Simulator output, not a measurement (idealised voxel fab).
process module | voxel capacitor over wiring
cross-section cut | 245 nm wide | cells 5 nm
A cross-section is a grid of square cells, given in bands from the top down. A band is one or more rows of cells.
Each band's line starts with the height of the band's top and of its bottom, in nm. Then come its materials from left to right, each with its width in nm. One material with "throughout" fills the band from edge to edge. "air" is empty space.
Height 0 is the level under which the wafer as received is all one material. The lowest band goes on downwards, as in "0 down".
A width such as "30 to 40" changes by the same amount from each row of cells to the next, from the band's top row to its bottom row.
"no change" after a step means that no cell of the cross-section changed.
closed voids: empty space of 8 cells or more with no open way to the top, each as width x height at its distance from the left edge, in nm
after a step's settings: what the simulator itself notes on the step
overlay nm, on a step with a mask: how far to the right of its planned place the mask lay; to the left if negative
plan
1 op RECEIVE | material Si
2 op CONFORMAL_DEP | material SiO2 | thk nm 15
3 op CONFORMAL_DEP | material SiN | thk nm 5
4 op DIRECTIONAL_DEP | material SiO2 | thk nm 15
5 op MASKED_ETCH | tone open | mask id METAL_1 | width nm 30 | pitch nm 100 | etch materials SiO2 | depth nm 15 | overlay nm 0
6 op MASKED_ETCH | tone open | mask id METAL_1 | width nm 30 | pitch nm 100 | etch materials SiN | depth nm 5 | overlay nm 0
7 op CONFORMAL_DEP | material TiN | thk nm 5
8 op FILL_DEP | material W | thk nm 10
9 op CMP | height nm 35
10 op EPI | material Ru | thk nm 5
11 op FILL_DEP | material SiCN | thk nm 5
12 op DIRECTIONAL_DEP | material SiO2 | thk nm 20
13 op DIRECTIONAL_DEP | material aC | thk nm 15
14 op PATTERN | tone open | mask id PLUG_1 | material resist | width nm 15 | thk nm 35 | overlay nm 0
15 op DIRECTIONAL_ETCH | etch materials aC | depth nm 15
16 op STRIP | etch materials resist
17 op DIRECTIONAL_ETCH | etch materials SiO2 | depth nm 20
18 op DIRECTIONAL_ETCH | etch materials SiCN | depth nm 5
19 op STRIP | etch materials aC
20 op CONFORMAL_DEP | material TiN | thk nm 5
21 op FILL_DEP | material Ru | thk nm 5
22 op CMP | height nm 65
23 op DIRECTIONAL_DEP | material TiN | thk nm 5
24 op DIRECTIONAL_DEP | material SiN | thk nm 5
25 op DIRECTIONAL_DEP | material TiN | thk nm 5
26 op DIRECTIONAL_DEP | material aC | thk nm 15
27 op PATTERN | tone cover | mask id UPPER_PLATE | material resist | width nm 75 | thk nm 30 | overlay nm 0
28 op DIRECTIONAL_ETCH | etch materials aC | depth nm 15
29 op STRIP | etch materials resist
30 op DIRECTIONAL_ETCH | etch materials TiN | depth nm 5
31 op DIRECTIONAL_ETCH | etch materials SiN | depth nm 5
32 op STRIP | etch materials aC
33 op DIRECTIONAL_DEP | material aC | thk nm 15
34 op PATTERN | tone cover | mask id LOWER_PLATE | material resist | width nm 85 | thk nm 30 | overlay nm 0
35 op DIRECTIONAL_ETCH | etch materials aC | depth nm 15
36 op STRIP | etch materials resist
37 op DIRECTIONAL_ETCH | etch materials TiN | depth nm 5
38 op STRIP | etch materials aC
39 op FILL_DEP | material SiO2 | thk nm 20
40 op CMP | height nm 95
41 op PATTERN | tone open | mask id PLUG_2 | material resist | width nm 15 | thk nm 20 | overlay nm 0
42 op DIRECTIONAL_ETCH | etch materials SiO2 | depth nm 15
43 op STRIP | etch materials resist
44 op CONFORMAL_DEP | material TiN | thk nm 5
45 op FILL_DEP | material Ru | thk nm 10
46 op CMP | height nm 95
47 op CONFORMAL_DEP | material SiN | thk nm 5
first wafer, as planned
as received, after step 1
  0 down: Si throughout
  closed voids: none
after step 2
  15 to 0: SiO2 throughout
  below 0: unchanged
after step 3
  20 to 15: SiN throughout
  below 15: unchanged
after step 4
  35 to 20: SiO2 throughout
  below 20: unchanged
after step 5
  35 to 20: SiO2 55 | air 30 | SiO2 70 | air 30 | SiO2 60
  below 20: unchanged
after step 6
  35 to 20: SiO2 55 | air 30 | SiO2 70 | air 30 | SiO2 60
  20 to 15: SiN 55 | air 30 | SiN 70 | air 30 | SiN 60
  below 15: unchanged
after step 7
  40 to 35: TiN 60 | air 20 | TiN 80 | air 20 | TiN 65
  35 to 20: SiO2 55 | TiN 5 | air 20 | TiN 5 | SiO2 70 | TiN 5 | air 20 | TiN 5 | SiO2 60
  20 to 15: SiN 55 | TiN 30 | SiN 70 | TiN 30 | SiN 60
  below 15: unchanged
after step 8
  50 to 40: W throughout
  40 to 35: TiN 60 | W 20 | TiN 80 | W 20 | TiN 65
  35 to 20: SiO2 55 | TiN 5 | W 20 | TiN 5 | SiO2 70 | TiN 5 | W 20 | TiN 5 | SiO2 60
  below 20: unchanged
after step 9
  35 to 20: SiO2 55 | TiN 5 | W 20 | TiN 5 | SiO2 70 | TiN 5 | W 20 | TiN 5 | SiO2 60
  below 20: unchanged
after step 10
  40 to 35: air 50 | Ru 40 | air 60 | Ru 40 | air 55
  below 35: unchanged
after step 11
  45 to 40: SiCN throughout
  40 to 35: SiCN 50 | Ru 40 | SiCN 60 | Ru 40 | SiCN 55
  below 35: unchanged
after step 12
  65 to 45: SiO2 throughout
  below 45: unchanged
after step 13
  80 to 65: aC throughout
  below 65: unchanged
after step 14
  115 to 80: resist 70 | air 15 | resist 160
  below 80: unchanged
after step 15
  100 to 80: resist 70 | air 15 | resist 160
  80 to 65: aC 70 | air 15 | aC 160
  below 65: unchanged
after step 16
  80 to 65: aC 70 | air 15 | aC 160
  below 65: unchanged
after step 17
  80 to 65: aC 70 | air 15 | aC 160
  65 to 45: SiO2 70 | air 15 | SiO2 160
  below 45: unchanged
after step 18
  80 to 65: aC 70 | air 15 | aC 160
  65 to 45: SiO2 70 | air 15 | SiO2 160
  45 to 40: SiCN 70 | air 15 | SiCN 160
  below 40: unchanged
after step 19
  65 to 45: SiO2 70 | air 15 | SiO2 160
  below 45: unchanged
after step 20
  70 to 65: TiN 75 | air 5 | TiN 165
  65 to 45: SiO2 70 | TiN 5 | air 5 | TiN 5 | SiO2 160
  45 to 40: SiCN 70 | TiN 15 | SiCN 160
  below 40: unchanged
after step 21
  75 to 70: Ru throughout
  70 to 65: TiN 75 | Ru 5 | TiN 165
  65 to 45: SiO2 70 | TiN 5 | Ru 5 | TiN 5 | SiO2 160
  below 45: unchanged
after step 22
  65 to 45: SiO2 70 | TiN 5 | Ru 5 | TiN 5 | SiO2 160
  below 45: unchanged
after step 23
  70 to 65: TiN throughout
  below 65: unchanged
after step 24
  75 to 70: SiN throughout
  below 70: unchanged
after step 25
  80 to 75: TiN throughout
  below 75: unchanged
after step 26
  95 to 80: aC throughout
  below 80: unchanged
after step 27
  125 to 95: air 70 | resist 75 | air 100
  below 95: unchanged
after step 28
  110 to 95: air 70 | resist 75 | air 100
  95 to 80: air 70 | aC 75 | air 100
  below 80: unchanged
after step 29
  95 to 80: air 70 | aC 75 | air 100
  below 80: unchanged
after step 30
  95 to 80: air 70 | aC 75 | air 100
  80 to 75: air 70 | TiN 75 | air 100
  below 75: unchanged
after step 31
  95 to 80: air 70 | aC 75 | air 100
  80 to 75: air 70 | TiN 75 | air 100
  75 to 70: air 70 | SiN 75 | air 100
  below 70: unchanged
after step 32
  80 to 75: air 70 | TiN 75 | air 100
  below 75: unchanged
after step 33
  95 to 85: air 70 | aC 75 | air 100
  85 to 80: aC throughout
  80 to 75: aC 70 | TiN 75 | aC 100
  75 to 70: aC 70 | SiN 75 | aC 100
  below 70: unchanged
after step 34
  125 to 95: air 65 | resist 85 | air 95
  95 to 85: air 65 | resist 5 | aC 75 | resist 5 | air 95
  below 85: unchanged
after step 35
  110 to 95: air 65 | resist 85 | air 95
  95 to 85: air 65 | resist 5 | aC 75 | resist 5 | air 95
  85 to 80: air 65 | aC 85 | air 95
  80 to 75: air 65 | aC 5 | TiN 75 | aC 5 | air 95
  75 to 70: air 65 | aC 5 | SiN 75 | aC 5 | air 95
  below 70: unchanged
after step 36
  95 to 85: air 70 | aC 75 | air 100
  below 85: unchanged
after step 37
  95 to 85: air 70 | aC 75 | air 100
  85 to 80: air 65 | aC 85 | air 95
  80 to 75: air 65 | aC 5 | TiN 75 | aC 5 | air 95
  75 to 70: air 65 | aC 5 | SiN 75 | aC 5 | air 95
  70 to 65: air 65 | TiN 85 | air 95
  below 65: unchanged
after step 38
  80 to 75: air 70 | TiN 75 | air 100
  75 to 70: air 70 | SiN 75 | air 100
  below 70: unchanged
after step 39
  100 to 80: SiO2 throughout
  80 to 75: SiO2 70 | TiN 75 | SiO2 100
  75 to 70: SiO2 70 | SiN 75 | SiO2 100
  70 to 65: SiO2 65 | TiN 85 | SiO2 95
  below 65: unchanged
after step 40
  95 to 80: SiO2 throughout
  below 80: unchanged
after step 41
  115 to 95: resist 80 | air 15 | resist 150
  below 95: unchanged
after step 42
  115 to 95: resist 80 | air 15 | resist 150
  95 to 80: SiO2 80 | air 15 | SiO2 150
  below 80: unchanged
after step 43
  95 to 80: SiO2 80 | air 15 | SiO2 150
  below 80: unchanged
after step 44
  100 to 95: TiN 85 | air 5 | TiN 155
  95 to 85: SiO2 80 | TiN 5 | air 5 | TiN 5 | SiO2 150
  85 to 75: SiO2 80 to 70 | TiN 15 to 75 | SiO2 150 to 100
  below 75: unchanged
after step 45
  110 to 100: Ru throughout
  100 to 95: TiN 85 | Ru 5 | TiN 155
  95 to 85: SiO2 80 | TiN 5 | Ru 5 | TiN 5 | SiO2 150
  below 85: unchanged
after step 46
  95 to 85: SiO2 80 | TiN 5 | Ru 5 | TiN 5 | SiO2 150
  below 85: unchanged
after step 47
  100 to 95: SiN throughout
  below 95: unchanged
second wafer: like start, like plan, one mistake. Through step 23 it matches the first wafer
when step 24 should have ended
  75 to 70: SiO2 throughout
  below 70: unchanged
when step 25 should have ended
  80 to 75: TiN throughout
  below 75: unchanged
when step 26 should have ended
  95 to 80: aC throughout
  below 80: unchanged
when step 27 should have ended
  125 to 95: air 70 | resist 75 | air 100
  below 95: unchanged
when step 28 should have ended
  110 to 95: air 70 | resist 75 | air 100
  95 to 80: air 70 | aC 75 | air 100
  below 80: unchanged
when step 29 should have ended
  95 to 80: air 70 | aC 75 | air 100
  below 80: unchanged
when step 30 should have ended
  95 to 80: air 70 | aC 75 | air 100
  80 to 75: air 70 | TiN 75 | air 100
  below 75: unchanged
when step 31 should have ended: no change
when step 32 should have ended
  80 to 75: air 70 | TiN 75 | air 100
  below 75: unchanged
when step 33 should have ended
  95 to 90: air 70 | aC 75 | air 100
  90 to 80: aC throughout
  80 to 75: aC 70 | TiN 75 | aC 100
  below 75: unchanged
when step 34 should have ended
  125 to 95: air 65 | resist 85 | air 95
  95 to 90: air 65 | resist 5 | aC 75 | resist 5 | air 95
  below 90: unchanged
when step 35 should have ended
  110 to 95: air 65 | resist 85 | air 95
  95 to 90: air 65 | resist 5 | aC 75 | resist 5 | air 95
  90 to 80: air 65 | aC 85 | air 95
  80 to 75: air 65 | aC 5 | TiN 75 | aC 5 | air 95
  below 75: unchanged
when step 36 should have ended
  95 to 90: air 70 | aC 75 | air 100
  below 90: unchanged
when step 37 should have ended: no change
when step 38 should have ended
  80 to 75: air 70 | TiN 75 | air 100
  below 75: unchanged
when step 39 should have ended
  100 to 80: SiO2 throughout
  80 to 75: SiO2 70 | TiN 75 | SiO2 100
  below 75: unchanged
when step 40 should have ended
  95 to 80: SiO2 throughout
  below 80: unchanged
when step 41 should have ended
  115 to 95: resist 80 | air 15 | resist 150
  below 95: unchanged
when step 42 should have ended
  115 to 95: resist 80 | air 15 | resist 150
  95 to 80: SiO2 80 | air 15 | SiO2 150
  below 80: unchanged
when step 43 should have ended
  95 to 80: SiO2 80 | air 15 | SiO2 150
  below 80: unchanged
when step 44 should have ended
  100 to 95: TiN 85 | air 5 | TiN 155
  95 to 85: SiO2 80 | TiN 5 | air 5 | TiN 5 | SiO2 150
  85 to 75: SiO2 80 to 70 | TiN 15 to 75 | SiO2 150 to 100
  below 75: unchanged
when step 45 should have ended
  110 to 100: Ru throughout
  100 to 95: TiN 85 | Ru 5 | TiN 155
  95 to 85: SiO2 80 | TiN 5 | Ru 5 | TiN 5 | SiO2 150
  below 85: unchanged
when step 46 should have ended
  95 to 85: SiO2 80 | TiN 5 | Ru 5 | TiN 5 | SiO2 150
  below 85: unchanged
when step 47 should have ended
  100 to 95: SiN throughout
  below 95: unchanged
what went wrong: step 24 ran as: op DIRECTIONAL_DEP | material SiO2 | thk nm 5
at the end the second wafer has, in cells: 15 fewer of SiN | 17 fewer of SiO2 | 32 more of TiN
